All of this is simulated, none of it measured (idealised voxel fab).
process module | voxel gate over fins
cross-section cut | 255 nm wide | cells 5 nm
A cross-section is a grid of square cells, given in bands from the top down. A band is one or more rows of cells.
Each band's line starts with the height of the band's top and of its bottom, in nm. Then come its materials from left to right, each with its width in nm. One material with "throughout" fills the band from edge to edge. "air" is empty space.
Height 0 is the level under which the wafer as received is all one material. The lowest band goes on downwards, as in "0 down".
A width such as "30 to 40" changes by the same amount from each row of cells to the next, from the band's top row to its bottom row.
"no change" after a step means that no cell of the cross-section changed.
closed voids: empty space of 8 cells or more with no open way to the top, each as width x height at its distance from the left edge, in nm
after a step's settings: what the simulator itself notes on the step
overlay nm, on a step with a mask: how far to the right of its planned place the mask lay; to the left if negative
plan
1 op RECEIVE | material Si
2 op CONFORMAL_DEP | material SiN | thk nm 10
3 op PATTERN | tone cover | mask id FINS | material resist | width nm 15 | pitch nm 35 | thk nm 15 | overlay nm 0
4 op DIRECTIONAL_ETCH | etch materials SiN | depth nm 10
5 op DIRECTIONAL_ETCH | etch materials Si | depth nm 30
6 op STRIP | etch materials resist
7 op OXIDIZE | depth nm 5
8 op FILL_DEP | material SiO2 | thk nm 10
9 op CMP | height nm 10
10 op SELECTIVE_ETCH | etch materials SiO2 | depth nm 20
11 op STRIP | etch materials SiN
12 op CONFORMAL_DEP | material HfO2 | thk nm 5
13 op CONFORMAL_DEP | material TiN | thk nm 5
14 op FILL_DEP | material W | thk nm 10
15 op CMP | height nm 15
16 op CONFORMAL_DEP | material SiCN | thk nm 5
as received, after step 1
  0 down: Si throughout
  closed voids: none
first wafer at the end, as planned
  20 to 15: SiCN throughout
  15 to 10: W throughout
  10 to 5: W 80 | TiN 25 | W 10 | TiN 25 | W 10 | TiN 25 | W 80
  5 to 0: W 80 | TiN 5 | HfO2 15 | TiN 5 | W 10 | TiN 5 | HfO2 15 | TiN 5 | W 10 | TiN 5 | HfO2 15 | TiN 5 | W 80
  0 to -5: TiN 85 | HfO2 5 | Si 5 | HfO2 5 | TiN 20 | HfO2 5 | Si 5 | HfO2 5 | TiN 20 | HfO2 5 | Si 5 | HfO2 5 | TiN 85
  -5 to -10: HfO2 90 | Si 5 | HfO2 30 | Si 5 | HfO2 30 | Si 5 | HfO2 90
  -10 to -35: SiO2 90 | Si 5 | SiO2 30 | Si 5 | SiO2 30 | Si 5 | SiO2 90
  -35 down: Si throughout
  closed voids: none
second wafer at the end: like start, like plan, one mistake
  20 to 15: SiCN throughout
  15 to 5: W throughout
  5 to 0: W 85 | TiN 15 | W 20 | TiN 15 | W 20 | TiN 15 | W 85
  0 to -5: W 85 | TiN 5 | Si 5 | TiN 5 | W 20 | TiN 5 | Si 5 | TiN 5 | W 20 | TiN 5 | Si 5 | TiN 5 | W 85
  -5 to -10: TiN 90 | Si 5 | TiN 30 | Si 5 | TiN 30 | Si 5 | TiN 90
  -10 to -35: SiO2 90 | Si 5 | SiO2 30 | Si 5 | SiO2 30 | Si 5 | SiO2 90
  -35 down: Si throughout
  closed voids: none
what went wrong: step 12 was left out
at the end the second wafer has, in cells: 63 fewer of HfO2 | 63 more of W
